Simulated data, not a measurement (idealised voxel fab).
process module | voxel capacitor over wiring
cross-section cut | 275 nm wide | cells 5 nm
A cross-section is a grid of square cells, given in bands from the top down. A band is one or more rows of cells.
Each band's line starts with the height of the band's top and of its bottom, in nm. Then come its materials from left to right, each with its width in nm. One material with "throughout" fills the band from edge to edge. "air" is empty space.
Height 0 is the level under which the wafer as received is all one material. The lowest band goes on downwards, as in "0 down".
A width such as "30 to 40" changes by the same amount from each row of cells to the next, from the band's top row to its bottom row.
"no change" after a step means that no cell of the cross-section changed.
closed voids: empty space of 8 cells or more with no open way to the top, each as width x height at its distance from the left edge, in nm
after a step's settings: what the simulator itself notes on the step
overlay nm, on a step with a mask: how far to the right of its planned place the mask lay; to the left if negative
plan
1 op RECEIVE | material Si
2 op CONFORMAL_DEP | material SiO2 | thk nm 15
3 op DIRECTIONAL_DEP | material TiN | thk nm 5
4 op DIRECTIONAL_DEP | material W | thk nm 20
5 op MASKED_ETCH | tone cover | mask id METAL_1 | width nm 30 | pitch nm 90 | etch materials W | depth nm 20 | overlay nm 0
6 op MASKED_ETCH | tone cover | mask id METAL_1 | width nm 30 | pitch nm 90 | etch materials TiN | depth nm 5 | overlay nm 0
7 op CONFORMAL_DEP | material SiN | thk nm 5
8 op FILL_DEP | material lowk | thk nm 10
9 op CMP | height nm 40
10 op CONFORMAL_DEP | material SiCN | thk nm 5
11 op DIRECTIONAL_DEP | material lowk | thk nm 15
12 op MASKED_ETCH | tone open | mask id PLUG_1 | width nm 15 | etch materials lowk | depth nm 15 | overlay nm -15
13 op MASKED_ETCH | tone open | mask id PLUG_1 | width nm 15 | etch materials SiCN | depth nm 5 | overlay nm 0
14 op EPI | material Ru | thk nm 10
15 op EPI | material Ru | thk nm 10
16 op DIRECTIONAL_DEP | material TiN | thk nm 10
17 op DIRECTIONAL_DEP | material HfO2 | thk nm 5
18 op DIRECTIONAL_DEP | material TiN | thk nm 10
19 op MASKED_ETCH | tone cover | mask id UPPER_PLATE | width nm 65 | etch materials TiN | depth nm 10 | overlay nm 0
20 op MASKED_ETCH | tone cover | mask id UPPER_PLATE | width nm 65 | etch materials HfO2 | depth nm 5 | overlay nm 0
21 op PATTERN | tone cover | mask id LOWER_PLATE | material resist | width nm 75 | thk nm 20 | overlay nm 0
22 op DIRECTIONAL_ETCH | etch materials TiN | depth nm 10
23 op STRIP | etch materials resist
24 op FILL_DEP | material SiO2 | thk nm 15
25 op CMP | height nm 95
26 op DIRECTIONAL_DEP | material aC | thk nm 10
27 op PATTERN | tone open | mask id PLUG_2 | material resist | width nm 15 | thk nm 30 | overlay nm 0
28 op DIRECTIONAL_ETCH | etch materials aC | depth nm 10
29 op STRIP | etch materials resist
30 op DIRECTIONAL_ETCH | etch materials SiO2 | depth nm 10
31 op STRIP | etch materials aC
32 op CONFORMAL_DEP | material TiN | thk nm 5
33 op FILL_DEP | material Ru | thk nm 5
34 op CMP | height nm 95
35 op CONFORMAL_DEP | material SiN | thk nm 5
varied across the wafers: overlay nm of step 12. The plan shows the first wafer's value. All wafers start alike
first wafer as received, after step 1
  0 down: Si throughout
  closed voids: none
first wafer at the end, after step 35
  100 to 95: SiN throughout
  95 to 90: SiO2 100 | TiN 5 | Ru 5 | TiN 5 | SiO2 160
  90 to 85: SiO2 100 | TiN 15 | SiO2 160
  85 to 75: SiO2 90 | TiN 65 | SiO2 120
  75 to 70: SiO2 90 | HfO2 65 | SiO2 120
  70 to 60: SiO2 90 | TiN 70 | SiO2 115
  60 to 55: lowk 75 | SiO2 15 | lowk 185
  55 to 45: lowk 75 | SiO2 10 | TiN 5 | lowk 185
  45 to 40: SiCN throughout
  40 to 20: lowk 70 | SiN 5 | W 30 | SiN 5 | lowk 50 | SiN 5 | W 30 | SiN 5 | lowk 75
  20 to 15: SiN 75 | TiN 30 | SiN 60 | TiN 30 | SiN 80
  15 to 0: SiO2 throughout
  0 down: Si throughout
  closed voids: none
last wafer at the end
  100 to 95: SiN throughout
  95 to 90: SiO2 100 | TiN 5 | Ru 5 | TiN 5 | SiO2 160
  90 to 85: SiO2 100 | TiN 15 | SiO2 160
  85 to 75: SiO2 90 | TiN 15 | SiO2 15 | TiN 35 | SiO2 120
  75 to 70: SiO2 90 | HfO2 15 | SiO2 15 | HfO2 35 | SiO2 120
  70 to 60: SiO2 85 | TiN 75 | SiO2 115
  60 to 55: lowk 105 | HfO2 15 | lowk 155
  55 to 45: lowk 105 | TiN 15 | lowk 155
  45 to 40: SiCN throughout
  40 to 20: lowk 70 | SiN 5 | W 30 | SiN 5 | lowk 50 | SiN 5 | W 30 | SiN 5 | lowk 75
  20 to 15: SiN 75 | TiN 30 | SiN 60 | TiN 30 | SiN 80
  15 to 0: SiO2 throughout
  0 down: Si throughout
  closed voids: none
each wafer at the end: cells of each material gained (+) or lost (-) since it was received, then its closed voids
overlay nm -15 | +13 HfO2 | +1 Ru | +55 SiCN | +114 SiN | +484 SiO2 | +73 TiN | +48 W | +312 lowk | closed voids: none
overlay nm -10 | +13 HfO2 | +11 Ru | +54 SiCN | +114 SiN | +475 SiO2 | +73 TiN | +48 W | +312 lowk | closed voids: none
overlay nm -5 | +13 HfO2 | +12 Ru | +53 SiCN | +114 SiN | +475 SiO2 | +73 TiN | +48 W | +312 lowk | closed voids: none
overlay nm 0 | +13 HfO2 | +13 Ru | +52 SiCN | +114 SiN | +475 SiO2 | +73 TiN | +48 W | +312 lowk | closed voids: none
overlay nm 5 | +13 HfO2 | +12 Ru | +53 SiCN | +114 SiN | +475 SiO2 | +73 TiN | +48 W | +312 lowk | closed voids: none
overlay nm 10 | +13 HfO2 | +11 Ru | +54 SiCN | +114 SiN | +475 SiO2 | +73 TiN | +48 W | +312 lowk | closed voids: none
overlay nm 15 | +13 HfO2 | +1 Ru | +55 SiCN | +114 SiN | +484 SiO2 | +73 TiN | +48 W | +312 lowk | closed voids: none
